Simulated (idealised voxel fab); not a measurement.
Process module heading - voxel transistor to metal
The width of the displayed cross-section, cut, is 275 nm; its cells are square, with a size of 5 nm.
Think of the cross-section as a grid of square cells. We describe it in bands, top to bottom, and each band covers one or more rows of those cells. Basically the band line says how high the top is and how high the bottom is, in nm, and then what's in it from left to right, every material with its width in nm. Empty space shows up as "blank", and if a single material carries "everywhere" it runs the full band edge to edge. For the purposes of this specification, 0 denotes the height below which the wafer in its as-received condition is composed wholly of one material, and the lowermost band, lacking a lower limit, extends downward without end, as expressed in "0..down". The notation "30 to 40" denotes a width that varies across the rows of cells in the band, beginning at the first number in the top row, finishing at the second number in the bottom row, and changing by an identical amount from each row to the next. You'll sometimes find "no alteration" written for a step, and that's the way of saying that nowhere in the cross-section did a cell change during that step. In "Cavities, sealed" the enclosed voids are listed, meaning empty spaces of 8 cells or larger without any opening to the top. The form is width x height at distance, distance from the left edge, units nm. Formally, on a step line, whatever follows the settings is a remark that the simulator itself makes on the step. overlay nm: on a step with a mask, how far right of its planned place the mask lay; negative means left. So the way this works: pairs, before and after one process step. The after picture only goes down to the lowest band that actually changed, nothing below. Step and its settings are under each pair. And watch out, pairs might come from different runs of this module, same starting wafer though, so a pair only follows on from the one above if its "Pre-process cross-section" entry tells you so.
# Pre-process cross-section
0..down  Si everywhere
Cavities, sealed: none
# Structure After Step
0..-5  SiO2 everywhere
Everything below -5 is unchanged.
Cavities, sealed: none
Which step turns the before cross-section above into the after cross-section? op OXIDIZE | depth nm 5
Pre-process cross-section: see the after view in the pair directly above.
# Structure After Step
15..0  SiN everywhere
Everything below 0 is unchanged.
Cavities, sealed: none
Which step turns the before cross-section above into the after cross-section? op CONFORMAL_DEP | material SiN | thk nm 15
Pre-process cross-section: see the after view in the pair directly above.
# Structure After Step
15..0  20 of blank; 105 of SiN; 20 of blank; 105 of SiN; 25 of blank
Everything below 0 is unchanged.
Cavities, sealed: none
Which step turns the before cross-section above into the after cross-section? op MASKED_ETCH | tone cover | mask id ACTIVE | width nm 105 | pitch nm 125 | etch materials SiN | depth nm 15 | overlay nm 0
Pre-process cross-section: see the after view in the pair directly above.
# Structure After Step
15..0  20 of blank; 105 of SiN; 20 of blank; 105 of SiN; 25 of blank
0..-5  20 of blank; 105 of SiO2; 20 of blank; 105 of SiO2; 25 of blank
Everything below -5 is unchanged.
Cavities, sealed: none
Which step turns the before cross-section above into the after cross-section? op MASKED_ETCH | tone cover | mask id ACTIVE | width nm 105 | pitch nm 125 | etch materials SiO2 | depth nm 5 | overlay nm 0
Pre-process cross-section: see the after view in the pair directly above.
# Structure After Step
15..0  20 of blank; 105 of SiN; 20 of blank; 105 of SiN; 25 of blank
0..-5  20 of blank; 105 of SiO2; 20 of blank; 105 of SiO2; 25 of blank
-5..-25  20 of blank; 105 of Si; 20 of blank; 105 of Si; 25 of blank
Everything below -25 is unchanged.
Cavities, sealed: none
Which step turns the before cross-section above into the after cross-section? op MASKED_ETCH | tone cover | mask id ACTIVE | width nm 105 | pitch nm 125 | etch materials Si | depth nm 20 | overlay nm 0
Pre-process cross-section: see the after view in the pair directly above.
# Structure After Step
25..15  SiO2 everywhere
15..0  20 of SiO2; 105 of SiN; 20 of SiO2; 105 of SiN; 25 of SiO2
0..-5  SiO2 everywhere
-5..-25  20 of SiO2; 105 of Si; 20 of SiO2; 105 of Si; 25 of SiO2
Everything below -25 is unchanged.
Cavities, sealed: none
Which step turns the before cross-section above into the after cross-section? op FILL_DEP | material SiO2 | thk nm 10
Pre-process cross-section: see the after view in the pair directly above.
# Structure After Step
15..0  20 of SiO2; 105 of SiN; 20 of SiO2; 105 of SiN; 25 of SiO2
Everything below 0 is unchanged.
Cavities, sealed: none
Which step turns the before cross-section above into the after cross-section? op CMP | height nm 15
Pre-process cross-section: see the after view in the pair directly above.
# Structure After Step
15..10  20 of blank; 105 of SiN; 20 of blank; 105 of SiN; 25 of blank
Everything below 10 is unchanged.
Cavities, sealed: none
Which step turns the before cross-section above into the after cross-section? op SELECTIVE_ETCH | etch materials SiO2 | depth nm 5
Pre-process cross-section: see the after view in the pair directly above.
# Structure After Step
10..0  20 of SiO2; 105 of blank; 20 of SiO2; 105 of blank; 25 of SiO2
Everything below 0 is unchanged.
Cavities, sealed: none
Which step turns the before cross-section above into the after cross-section? op STRIP | etch materials SiN
Pre-process cross-section: see the after view in the pair directly above.
# Structure After Step
5..-5  15 of SiO2; 115 of blank; 10 of SiO2; 115 of blank; 20 of SiO2
Everything below -5 is unchanged.
Cavities, sealed: none
Which step turns the before cross-section above into the after cross-section? op SELECTIVE_ETCH | etch materials SiO2 | depth nm 5
Pre-process cross-section: see the after view in the pair directly above.
# Structure After Step
5..-5  15 of SiO2; 115 of blank; 10 of SiO2; 115 of blank; 20 of SiO2
-5..-10  SiO2 everywhere
Everything below -10 is unchanged.
Cavities, sealed: none
Which step turns the before cross-section above into the after cross-section? op OXIDIZE | depth nm 5
Pre-process cross-section: see the after view in the pair directly above.
# Structure After Step
25..15  15 of polySi; 115 of blank; 10 of polySi; 115 of blank; 20 of polySi
15..5  polySi everywhere
5..-5  15 of SiO2; 115 of polySi; 10 of SiO2; 115 of polySi; 20 of SiO2
Everything below -5 is unchanged.
Cavities, sealed: none
Which step turns the before cross-section above into the after cross-section? op DIRECTIONAL_DEP | material polySi | thk nm 20
Pre-process cross-section: see the after view in the pair directly above.
# Structure After Step
40..30  15 of SiCN; 115 of blank; 10 of SiCN; 115 of blank; 20 of SiCN
30..25  SiCN everywhere
25..15  15 of polySi; 115 of SiCN; 10 of polySi; 115 of SiCN; 20 of polySi
Everything below 15 is unchanged.
Cavities, sealed: none
Which step turns the before cross-section above into the after cross-section? op DIRECTIONAL_DEP | material SiCN | thk nm 15
Pre-process cross-section: see the after view in the pair directly above.
# Structure After Step
50..40  15 of aC; 115 of blank; 10 of aC; 115 of blank; 20 of aC
40..30  15 of SiCN; 115 of aC; 10 of SiCN; 115 of aC; 20 of SiCN
Everything below 30 is unchanged.
Cavities, sealed: none
Which step turns the before cross-section above into the after cross-section? op DIRECTIONAL_DEP | material aC | thk nm 10
Pre-process cross-section: see the after view in the pair directly above.
# Structure After Step
80..50  60 of blank; 25 of resist; 100 of blank; 25 of resist; 65 of blank
50..40  15 of aC; 45 of blank; 25 of resist; 45 of blank; 10 of aC; 45 of blank; 25 of resist; 45 of blank; 20 of aC
Everything below 40 is unchanged.
Cavities, sealed: none
Which step turns the before cross-section above into the after cross-section? op PATTERN | tone cover | mask id GATE | material resist | width nm 25 | pitch nm 125 | thk nm 30 | overlay nm 0
Pre-process cross-section: see the after view in the pair directly above.
# Structure After Step
70..40  60 of blank; 25 of resist; 100 of blank; 25 of resist; 65 of blank
40..30  15 of SiCN; 45 of blank; 25 of aC; 45 of blank; 10 of SiCN; 45 of blank; 25 of aC; 45 of blank; 20 of SiCN
Everything below 30 is unchanged.
Cavities, sealed: none
Which step turns the before cross-section above into the after cross-section? op DIRECTIONAL_ETCH | etch materials aC | depth nm 10
Pre-process cross-section: see the after view in the pair directly above.
# Structure After Step
40..30  15 of SiCN; 45 of blank; 25 of aC; 45 of blank; 10 of SiCN; 45 of blank; 25 of aC; 45 of blank; 20 of SiCN
Everything below 30 is unchanged.
Cavities, sealed: none
Which step turns the before cross-section above into the after cross-section? op STRIP | etch materials resist
Pre-process cross-section: see the after view in the pair directly above.
# Structure After Step
40..30  60 of blank; 25 of aC; 100 of blank; 25 of aC; 65 of blank
30..25  60 of blank; 25 of SiCN; 100 of blank; 25 of SiCN; 65 of blank
25..15  15 of polySi; 45 of blank; 25 of SiCN; 45 of blank; 10 of polySi; 45 of blank; 25 of SiCN; 45 of blank; 20 of polySi
Everything below 15 is unchanged.
Cavities, sealed: none
Which step turns the before cross-section above into the after cross-section? op DIRECTIONAL_ETCH | etch materials SiCN | depth nm 25
Pre-process cross-section: see the after view in the pair directly above.
# Structure After Step
40..30  60 of blank; 25 of aC; 100 of blank; 25 of aC; 65 of blank
30..15  60 of blank; 25 of SiCN; 100 of blank; 25 of SiCN; 65 of blank
15..5  60 of blank; 25 of polySi; 100 of blank; 25 of polySi; 65 of blank
5..-5  15 of SiO2; 45 of blank; 25 of polySi; 45 of blank; 10 of SiO2; 45 of blank; 25 of polySi; 45 of blank; 20 of SiO2
Everything below -5 is unchanged.
Cavities, sealed: none
Which step turns the before cross-section above into the after cross-section? op DIRECTIONAL_ETCH | etch materials polySi | depth nm 30
Pre-process cross-section: see the after view in the pair directly above.
# Structure After Step
30..15  60 of blank; 25 of SiCN; 100 of blank; 25 of SiCN; 65 of blank
Everything below 15 is unchanged.
Cavities, sealed: none
Which step turns the before cross-section above into the after cross-section? op STRIP | etch materials aC
Pre-process cross-section: see the after view in the pair directly above.
# Structure After Step
40..30  50 of blank; 45 of SiN; 80 of blank; 45 of SiN; 55 of blank
30..15  50 of blank; 10 of SiN; 25 of SiCN; 10 of SiN; 80 of blank; 10 of SiN; 25 of SiCN; 10 of SiN; 55 of blank
15..5  25 of SiN; 25 of blank; 10 of SiN; 25 of polySi; 10 of SiN; 25 of blank; 30 of SiN; 25 of blank; 10 of SiN; 25 of polySi; 10 of SiN; 25 of blank; 30 of SiN
5..-5  15 of SiO2; 45 of SiN; 25 of polySi; 45 of SiN; 10 of SiO2; 45 of SiN; 25 of polySi; 45 of SiN; 20 of SiO2
Everything below -5 is unchanged.
Cavities, sealed: none
Which step turns the before cross-section above into the after cross-section? op CONFORMAL_DEP | material SiN | thk nm 10
Pre-process cross-section: see the after view in the pair directly above.
# Structure After Step
30..15  50 of blank; 10 of SiN; 25 of SiCN; 10 of SiN; 80 of blank; 10 of SiN; 25 of SiCN; 10 of SiN; 55 of blank
15..5  50 of blank; 10 of SiN; 25 of polySi; 10 of SiN; 80 of blank; 10 of SiN; 25 of polySi; 10 of SiN; 55 of blank
5..-5  15 of SiO2; 10 of SiN; 25 of blank; 10 of SiN; 25 of polySi; 10 of SiN; 25 of blank; 10 of SiN; 10 of SiO2; 10 of SiN; 25 of blank; 10 of SiN; 25 of polySi; 10 of SiN; 25 of blank; 10 of SiN; 20 of SiO2
Everything below -5 is unchanged.
Cavities, sealed: none
Which step turns the before cross-section above into the after cross-section? op DIRECTIONAL_ETCH | etch materials SiN | depth nm 10
Pre-process cross-section: see the after view in the pair directly above.
# Structure After Step
30..15  50 of blank; 10 of SiN; 25 of SiCN; 10 of SiN; 80 of blank; 10 of SiN; 25 of SiCN; 10 of SiN; 55 of blank
15..5  50 of blank; 10 of SiN; 25 of polySi; 10 of SiN; 80 of blank; 10 of SiN; 25 of polySi; 10 of SiN; 55 of blank
5..0  15 of blank; 10 of SiN; 25 of blank; 10 of SiN; 25 of polySi; 10 of SiN; 25 of blank; 10 of SiN; 10 of blank; 10 of SiN; 25 of blank; 10 of SiN; 25 of polySi; 10 of SiN; 25 of blank; 10 of SiN; 20 of blank
0..-5  15 of SiO2; 10 of SiN; 25 of blank; 10 of SiN; 25 of polySi; 10 of SiN; 25 of blank; 10 of SiN; 10 of SiO2; 10 of SiN; 25 of blank; 10 of SiN; 25 of polySi; 10 of SiN; 25 of blank; 10 of SiN; 20 of SiO2
-5..-10  25 of SiO2; 25 of blank; 45 of SiO2; 25 of blank; 30 of SiO2; 25 of blank; 45 of SiO2; 25 of blank; 30 of SiO2
Everything below -10 is unchanged.
Cavities, sealed: none
Which step turns the before cross-section above into the after cross-section? op DIRECTIONAL_ETCH | etch materials SiO2 | depth nm 5
Pre-process cross-section: see the after view in the pair directly above.
# Structure After Step
30..15  50 of blank; 10 of SiN; 25 of SiCN; 10 of SiN; 80 of blank; 10 of SiN; 25 of SiCN; 10 of SiN; 55 of blank
15..5  50 of blank; 10 of SiN; 25 of polySi; 10 of SiN; 80 of blank; 10 of SiN; 25 of polySi; 10 of SiN; 55 of blank
5..0  15 of blank; 10 of SiN; 25 of blank; 10 of SiN; 25 of polySi; 10 of SiN; 25 of blank; 10 of SiN; 10 of blank; 10 of SiN; 25 of blank; 10 of SiN; 25 of polySi; 10 of SiN; 25 of blank; 10 of SiN; 20 of blank
0..-5  15 of SiO2; 10 of SiN; 25 of blank; 10 of SiN; 25 of polySi; 10 of SiN; 25 of blank; 10 of SiN; 10 of SiO2; 10 of SiN; 25 of blank; 10 of SiN; 25 of polySi; 10 of SiN; 25 of blank; 10 of SiN; 20 of SiO2
-5..-10  25 of SiO2; 25 of blank; 45 of SiO2; 25 of blank; 30 of SiO2; 25 of blank; 45 of SiO2; 25 of blank; 30 of SiO2
-10..-20  20 of SiO2; 5 of Si; 25 of blank; 45 of Si; 25 of blank; 5 of Si; 20 of SiO2; 5 of Si; 25 of blank; 45 of Si; 25 of blank; 5 of Si; 25 of SiO2
Everything below -20 is unchanged.
Cavities, sealed: none
Which step turns the before cross-section above into the after cross-section? op DIRECTIONAL_ETCH | etch materials Si | depth nm 10
Pre-process cross-section: see the after view in the pair directly above.
# Structure After Step
30..15  50 of blank; 10 of SiN; 25 of SiCN; 10 of SiN; 80 of blank; 10 of SiN; 25 of SiCN; 10 of SiN; 55 of blank
15..5  50 of blank; 10 of SiN; 25 of polySi; 10 of SiN; 80 of blank; 10 of SiN; 25 of polySi; 10 of SiN; 55 of blank
5..0  15 of blank; 10 of SiN; 25 of blank; 10 of SiN; 25 of polySi; 10 of SiN; 25 of blank; 10 of SiN; 10 of blank; 10 of SiN; 25 of blank; 10 of SiN; 25 of polySi; 10 of SiN; 25 of blank; 10 of SiN; 20 of blank
0..-5  15 of SiO2; 10 of SiN; 10 of nSi; 5 of blank; 10 of nSi; 10 of SiN; 25 of polySi; 10 of SiN; 10 of nSi; 5 of blank; 10 of nSi; 10 of SiN; 10 of SiO2; 10 of SiN; 10 of nSi; 5 of blank; 10 of nSi; 10 of SiN; 25 of polySi; 10 of SiN; 10 of nSi; 5 of blank; 10 of nSi; 10 of SiN; 20 of SiO2
-5..-10  25 of SiO2; 10 of nSi; 5 of blank; 10 of nSi; 45 of SiO2; 10 of nSi; 5 of blank; 10 of nSi; 30 of SiO2; 10 of nSi; 5 of blank; 10 of nSi; 45 of SiO2; 10 of nSi; 5 of blank; 10 of nSi; 30 of SiO2
-10..-20  20 of SiO2; 5 of Si; 25 of nSi; 45 of Si; 25 of nSi; 5 of Si; 20 of SiO2; 5 of Si; 25 of nSi; 45 of Si; 25 of nSi; 5 of Si; 25 of SiO2
Everything below -20 is unchanged.
Cavities, sealed: none
Which step turns the before cross-section above into the after cross-section? op EPI | material nSi | thk nm 10
Pre-process cross-section: see the after view in the pair directly above.
# Structure After Step
35..30  SiO2 everywhere
30..15  50 of SiO2; 10 of SiN; 25 of SiCN; 10 of SiN; 80 of SiO2; 10 of SiN; 25 of SiCN; 10 of SiN; 55 of SiO2
15..5  50 of SiO2; 10 of SiN; 25 of polySi; 10 of SiN; 80 of SiO2; 10 of SiN; 25 of polySi; 10 of SiN; 55 of SiO2
5..0  15 of SiO2; 10 of SiN; 25 of SiO2; 10 of SiN; 25 of polySi; 10 of SiN; 25 of SiO2; 10 of SiN; 10 of SiO2; 10 of SiN; 25 of SiO2; 10 of SiN; 25 of polySi; 10 of SiN; 25 of SiO2; 10 of SiN; 20 of SiO2
0..-5  15 of SiO2; 10 of SiN; 10 of nSi; 5 of SiO2; 10 of nSi; 10 of SiN; 25 of polySi; 10 of SiN; 10 of nSi; 5 of SiO2; 10 of nSi; 10 of SiN; 10 of SiO2; 10 of SiN; 10 of nSi; 5 of SiO2; 10 of nSi; 10 of SiN; 25 of polySi; 10 of SiN; 10 of nSi; 5 of SiO2; 10 of nSi; 10 of SiN; 20 of SiO2
-5..-10  25 of SiO2; 10 of nSi; 5 of SiO2; 10 of nSi; 45 of SiO2; 10 of nSi; 5 of SiO2; 10 of nSi; 30 of SiO2; 10 of nSi; 5 of SiO2; 10 of nSi; 45 of SiO2; 10 of nSi; 5 of SiO2; 10 of nSi; 30 of SiO2
Everything below -10 is unchanged.
Cavities, sealed: none
Which step turns the before cross-section above into the after cross-section? op FILL_DEP | material SiO2 | thk nm 5
Pre-process cross-section: see the after view in the pair directly above.
# Structure After Step
15..5  50 of SiO2; 10 of SiN; 25 of polySi; 10 of SiN; 80 of SiO2; 10 of SiN; 25 of polySi; 10 of SiN; 55 of SiO2
Everything below 5 is unchanged.
Cavities, sealed: none
Which step turns the before cross-section above into the after cross-section? op CMP | height nm 15
Pre-process cross-section: see the after view in the pair directly above.
# Structure After Step
15..5  50 of SiO2; 10 of SiN; 25 of blank; 10 of SiN; 80 of SiO2; 10 of SiN; 25 of blank; 10 of SiN; 55 of SiO2
5..0  15 of SiO2; 10 of SiN; 25 of SiO2; 10 of SiN; 25 of blank; 10 of SiN; 25 of SiO2; 10 of SiN; 10 of SiO2; 10 of SiN; 25 of SiO2; 10 of SiN; 25 of blank; 10 of SiN; 25 of SiO2; 10 of SiN; 20 of SiO2
0..-5  15 of SiO2; 10 of SiN; 10 of nSi; 5 of SiO2; 10 of nSi; 10 of SiN; 25 of blank; 10 of SiN; 10 of nSi; 5 of SiO2; 10 of nSi; 10 of SiN; 10 of SiO2; 10 of SiN; 10 of nSi; 5 of SiO2; 10 of nSi; 10 of SiN; 25 of blank; 10 of SiN; 10 of nSi; 5 of SiO2; 10 of nSi; 10 of SiN; 20 of SiO2
Everything below -5 is unchanged.
Cavities, sealed: none
Which step turns the before cross-section above into the after cross-section? op STRIP | etch materials polySi
Pre-process cross-section: see the after view in the pair directly above.
# Structure After Step
15..10  50 of blank; 10 of SiN; 25 of blank; 10 of SiN; 80 of blank; 10 of SiN; 25 of blank; 10 of SiN; 55 of blank
10..5  50 of SiO2; 10 of SiN; 25 of blank; 10 of SiN; 80 of SiO2; 10 of SiN; 25 of blank; 10 of SiN; 55 of SiO2
5..0  15 of SiO2; 10 of SiN; 25 of SiO2; 10 of SiN; 25 of blank; 10 of SiN; 25 of SiO2; 10 of SiN; 10 of SiO2; 10 of SiN; 25 of SiO2; 10 of SiN; 25 of blank; 10 of SiN; 25 of SiO2; 10 of SiN; 20 of SiO2
0..-5  15 of SiO2; 10 of SiN; 10 of nSi; 5 of SiO2; 10 of nSi; 10 of SiN; 25 of blank; 10 of SiN; 10 of nSi; 5 of SiO2; 10 of nSi; 10 of SiN; 10 of SiO2; 10 of SiN; 10 of nSi; 5 of SiO2; 10 of nSi; 10 of SiN; 25 of blank; 10 of SiN; 10 of nSi; 5 of SiO2; 10 of nSi; 10 of SiN; 20 of SiO2
-5..-10  25 of SiO2; 10 of nSi; 5 of SiO2; 10 of nSi; 5 of SiO2; 35 of blank; 5 of SiO2; 10 of nSi; 5 of SiO2; 10 of nSi; 30 of SiO2; 10 of nSi; 5 of SiO2; 10 of nSi; 5 of SiO2; 35 of blank; 5 of SiO2; 10 of nSi; 5 of SiO2; 10 of nSi; 30 of SiO2
Everything below -10 is unchanged.
Cavities, sealed: none
Which step turns the before cross-section above into the after cross-section? op SELECTIVE_ETCH | etch materials SiO2 | depth nm 5
Pre-process cross-section: see the after view in the pair directly above.
# Structure After Step
20..15  45 of blank; 20 of HfO2; 15 of blank; 20 of HfO2; 70 of blank; 20 of HfO2; 15 of blank; 20 of HfO2; 50 of blank
15..10  50 of HfO2; 10 of SiN; 5 of HfO2; 15 of blank; 5 of HfO2; 10 of SiN; 80 of HfO2; 10 of SiN; 5 of HfO2; 15 of blank; 5 of HfO2; 10 of SiN; 55 of HfO2
10..5  50 of SiO2; 10 of SiN; 5 of HfO2; 15 of blank; 5 of HfO2; 10 of SiN; 80 of SiO2; 10 of SiN; 5 of HfO2; 15 of blank; 5 of HfO2; 10 of SiN; 55 of SiO2
5..0  15 of SiO2; 10 of SiN; 25 of SiO2; 10 of SiN; 5 of HfO2; 15 of blank; 5 of HfO2; 10 of SiN; 25 of SiO2; 10 of SiN; 10 of SiO2; 10 of SiN; 25 of SiO2; 10 of SiN; 5 of HfO2; 15 of blank; 5 of HfO2; 10 of SiN; 25 of SiO2; 10 of SiN; 20 of SiO2
0..-5  15 of SiO2; 10 of SiN; 10 of nSi; 5 of SiO2; 10 of nSi; 10 of SiN; 5 of HfO2; 15 of blank; 5 of HfO2; 10 of SiN; 10 of nSi; 5 of SiO2; 10 of nSi; 10 of SiN; 10 of SiO2; 10 of SiN; 10 of nSi; 5 of SiO2; 10 of nSi; 10 of SiN; 5 of HfO2; 15 of blank; 5 of HfO2; 10 of SiN; 10 of nSi; 5 of SiO2; 10 of nSi; 10 of SiN; 20 of SiO2
-5..-10  25 of SiO2; 10 of nSi; 5 of SiO2; 10 of nSi; 5 of SiO2; 35 of HfO2; 5 of SiO2; 10 of nSi; 5 of SiO2; 10 of nSi; 30 of SiO2; 10 of nSi; 5 of SiO2; 10 of nSi; 5 of SiO2; 35 of HfO2; 5 of SiO2; 10 of nSi; 5 of SiO2; 10 of nSi; 30 of SiO2
Everything below -10 is unchanged.
Cavities, sealed: none
Which step turns the before cross-section above into the after cross-section? op CONFORMAL_DEP | material HfO2 | thk nm 5
Pre-process cross-section: see the after view in the pair directly above.
# Structure After Step
25..20  40 of blank; 30 of TiN; 5 of blank; 30 of TiN; 60 of blank; 30 of TiN; 5 of blank; 30 of TiN; 45 of blank
20..15  45 of TiN; 20 of HfO2; 5 of TiN; 5 of blank; 5 of TiN; 20 of HfO2; 70 of TiN; 20 of HfO2; 5 of TiN; 5 of blank; 5 of TiN; 20 of HfO2; 50 of TiN
15..10  50 of HfO2; 10 of SiN; 5 of HfO2; 5 of TiN; 5 of blank; 5 of TiN; 5 of HfO2; 10 of SiN; 80 of HfO2; 10 of SiN; 5 of HfO2; 5 of TiN; 5 of blank; 5 of TiN; 5 of HfO2; 10 of SiN; 55 of HfO2
10..5  50 of SiO2; 10 of SiN; 5 of HfO2; 5 of TiN; 5 of blank; 5 of TiN; 5 of HfO2; 10 of SiN; 80 of SiO2; 10 of SiN; 5 of HfO2; 5 of TiN; 5 of blank; 5 of TiN; 5 of HfO2; 10 of SiN; 55 of SiO2
5..0  15 of SiO2; 10 of SiN; 25 of SiO2; 10 of SiN; 5 of HfO2; 5 of TiN; 5 of blank; 5 of TiN; 5 of HfO2; 10 of SiN; 25 of SiO2; 10 of SiN; 10 of SiO2; 10 of SiN; 25 of SiO2; 10 of SiN; 5 of HfO2; 5 of TiN; 5 of blank; 5 of TiN; 5 of HfO2; 10 of SiN; 25 of SiO2; 10 of SiN; 20 of SiO2
0..-5  15 of SiO2; 10 of SiN; 10 of nSi; 5 of SiO2; 10 of nSi; 10 of SiN; 5 of HfO2; 15 of TiN; 5 of HfO2; 10 of SiN; 10 of nSi; 5 of SiO2; 10 of nSi; 10 of SiN; 10 of SiO2; 10 of SiN; 10 of nSi; 5 of SiO2; 10 of nSi; 10 of SiN; 5 of HfO2; 15 of TiN; 5 of HfO2; 10 of SiN; 10 of nSi; 5 of SiO2; 10 of nSi; 10 of SiN; 20 of SiO2
Everything below -5 is unchanged.
Cavities, sealed: none
Which step turns the before cross-section above into the after cross-section? op CONFORMAL_DEP | material TiN | thk nm 5
Pre-process cross-section: see the after view in the pair directly above.
# Structure After Step
30..25  W everywhere
25..20  40 of W; 30 of TiN; 5 of W; 30 of TiN; 60 of W; 30 of TiN; 5 of W; 30 of TiN; 45 of W
20..15  45 of TiN; 20 of HfO2; 5 of TiN; 5 of W; 5 of TiN; 20 of HfO2; 70 of TiN; 20 of HfO2; 5 of TiN; 5 of W; 5 of TiN; 20 of HfO2; 50 of TiN
15..10  50 of HfO2; 10 of SiN; 5 of HfO2; 5 of TiN; 5 of W; 5 of TiN; 5 of HfO2; 10 of SiN; 80 of HfO2; 10 of SiN; 5 of HfO2; 5 of TiN; 5 of W; 5 of TiN; 5 of HfO2; 10 of SiN; 55 of HfO2
10..5  50 of SiO2; 10 of SiN; 5 of HfO2; 5 of TiN; 5 of W; 5 of TiN; 5 of HfO2; 10 of SiN; 80 of SiO2; 10 of SiN; 5 of HfO2; 5 of TiN; 5 of W; 5 of TiN; 5 of HfO2; 10 of SiN; 55 of SiO2
5..0  15 of SiO2; 10 of SiN; 25 of SiO2; 10 of SiN; 5 of HfO2; 5 of TiN; 5 of W; 5 of TiN; 5 of HfO2; 10 of SiN; 25 of SiO2; 10 of SiN; 10 of SiO2; 10 of SiN; 25 of SiO2; 10 of SiN; 5 of HfO2; 5 of TiN; 5 of W; 5 of TiN; 5 of HfO2; 10 of SiN; 25 of SiO2; 10 of SiN; 20 of SiO2
Everything below 0 is unchanged.
Cavities, sealed: none
Which step turns the before cross-section above into the after cross-section? op FILL_DEP | material W | thk nm 5
Pre-process cross-section: see the after view in the pair directly above.
# Structure After Step
10..5  50 of SiO2; 10 of SiN; 5 of HfO2; 5 of TiN; 5 of W; 5 of TiN; 5 of HfO2; 10 of SiN; 80 of SiO2; 10 of SiN; 5 of HfO2; 5 of TiN; 5 of W; 5 of TiN; 5 of HfO2; 10 of SiN; 55 of SiO2
Everything below 5 is unchanged.
Cavities, sealed: none
Which step turns the before cross-section above into the after cross-section? op CMP | height nm 10
Pre-process cross-section: see the after view in the pair directly above.
# Structure After Step
25..10  SiO2 everywhere
Everything below 10 is unchanged.
Cavities, sealed: none
Which step turns the before cross-section above into the after cross-section? op DIRECTIONAL_DEP | material SiO2 | thk nm 15
Pre-process cross-section: see the after view in the pair directly above.
# Structure After Step
40..25  aC everywhere
Everything below 25 is unchanged.
Cavities, sealed: none
Which step turns the before cross-section above into the after cross-section? op DIRECTIONAL_DEP | material aC | thk nm 15
Pre-process cross-section: see the after view in the pair directly above.
# Structure After Step
70..40  25 of resist; 20 of blank; 55 of resist; 20 of blank; 30 of resist; 20 of blank; 55 of resist; 20 of blank; 30 of resist
Everything below 40 is unchanged.
Cavities, sealed: none
Which step turns the before cross-section above into the after cross-section? op PATTERN | tone open | mask id CONTACT | material resist | width nm 20 | thk nm 30 | overlay nm 0
Pre-process cross-section: see the after view in the pair directly above.
# Structure After Step
55..40  25 of resist; 20 of blank; 55 of resist; 20 of blank; 30 of resist; 20 of blank; 55 of resist; 20 of blank; 30 of resist
40..25  25 of aC; 20 of blank; 55 of aC; 20 of blank; 30 of aC; 20 of blank; 55 of aC; 20 of blank; 30 of aC
Everything below 25 is unchanged.
Cavities, sealed: none
Which step turns the before cross-section above into the after cross-section? op DIRECTIONAL_ETCH | etch materials aC | depth nm 15
Pre-process cross-section: see the after view in the pair directly above.
# Structure After Step
40..25  25 of aC; 20 of blank; 55 of aC; 20 of blank; 30 of aC; 20 of blank; 55 of aC; 20 of blank; 30 of aC
Everything below 25 is unchanged.
Cavities, sealed: none
Which step turns the before cross-section above into the after cross-section? op STRIP | etch materials resist
Pre-process cross-section: see the after view in the pair directly above.
# Structure After Step
40..25  25 of aC; 20 of blank; 55 of aC; 20 of blank; 30 of aC; 20 of blank; 55 of aC; 20 of blank; 30 of aC
25..10  25 of SiO2; 20 of blank; 55 of SiO2; 20 of blank; 30 of SiO2; 20 of blank; 55 of SiO2; 20 of blank; 30 of SiO2
10..5  25 of SiO2; 20 of blank; 5 of SiO2; 10 of SiN; 5 of HfO2; 5 of TiN; 5 of W; 5 of TiN; 5 of HfO2; 10 of SiN; 5 of SiO2; 20 of blank; 30 of SiO2; 20 of blank; 5 of SiO2; 10 of SiN; 5 of HfO2; 5 of TiN; 5 of W; 5 of TiN; 5 of HfO2; 10 of SiN; 5 of SiO2; 20 of blank; 30 of SiO2
5..0  15 of SiO2; 10 of SiN; 20 of blank; 5 of SiO2; 10 of SiN; 5 of HfO2; 5 of TiN; 5 of W; 5 of TiN; 5 of HfO2; 10 of SiN; 5 of SiO2; 20 of blank; 10 of SiN; 10 of SiO2; 10 of SiN; 20 of blank; 5 of SiO2; 10 of SiN; 5 of HfO2; 5 of TiN; 5 of W; 5 of TiN; 5 of HfO2; 10 of SiN; 5 of SiO2; 20 of blank; 10 of SiN; 20 of SiO2
0..-5  15 of SiO2; 10 of SiN; 10 of nSi; 5 of blank; 10 of nSi; 10 of SiN; 5 of HfO2; 15 of TiN; 5 of HfO2; 10 of SiN; 10 of nSi; 5 of blank; 10 of nSi; 10 of SiN; 10 of SiO2; 10 of SiN; 10 of nSi; 5 of blank; 10 of nSi; 10 of SiN; 5 of HfO2; 15 of TiN; 5 of HfO2; 10 of SiN; 10 of nSi; 5 of blank; 10 of nSi; 10 of SiN; 20 of SiO2
-5..-10  25 of SiO2; 10 of nSi; 5 of blank; 10 of nSi; 5 of SiO2; 35 of HfO2; 5 of SiO2; 10 of nSi; 5 of blank; 10 of nSi; 30 of SiO2; 10 of nSi; 5 of blank; 10 of nSi; 5 of SiO2; 35 of HfO2; 5 of SiO2; 10 of nSi; 5 of blank; 10 of nSi; 30 of SiO2
Everything below -10 is unchanged.
Cavities, sealed: none
Which step turns the before cross-section above into the after cross-section? op DIRECTIONAL_ETCH | etch materials SiO2 | depth nm 35
Pre-process cross-section: see the after view in the pair directly above.
# Structure After Step
25..10  25 of SiO2; 20 of blank; 55 of SiO2; 20 of blank; 30 of SiO2; 20 of blank; 55 of SiO2; 20 of blank; 30 of SiO2
Everything below 10 is unchanged.
Cavities, sealed: none
Which step turns the before cross-section above into the after cross-section? op STRIP | etch materials aC
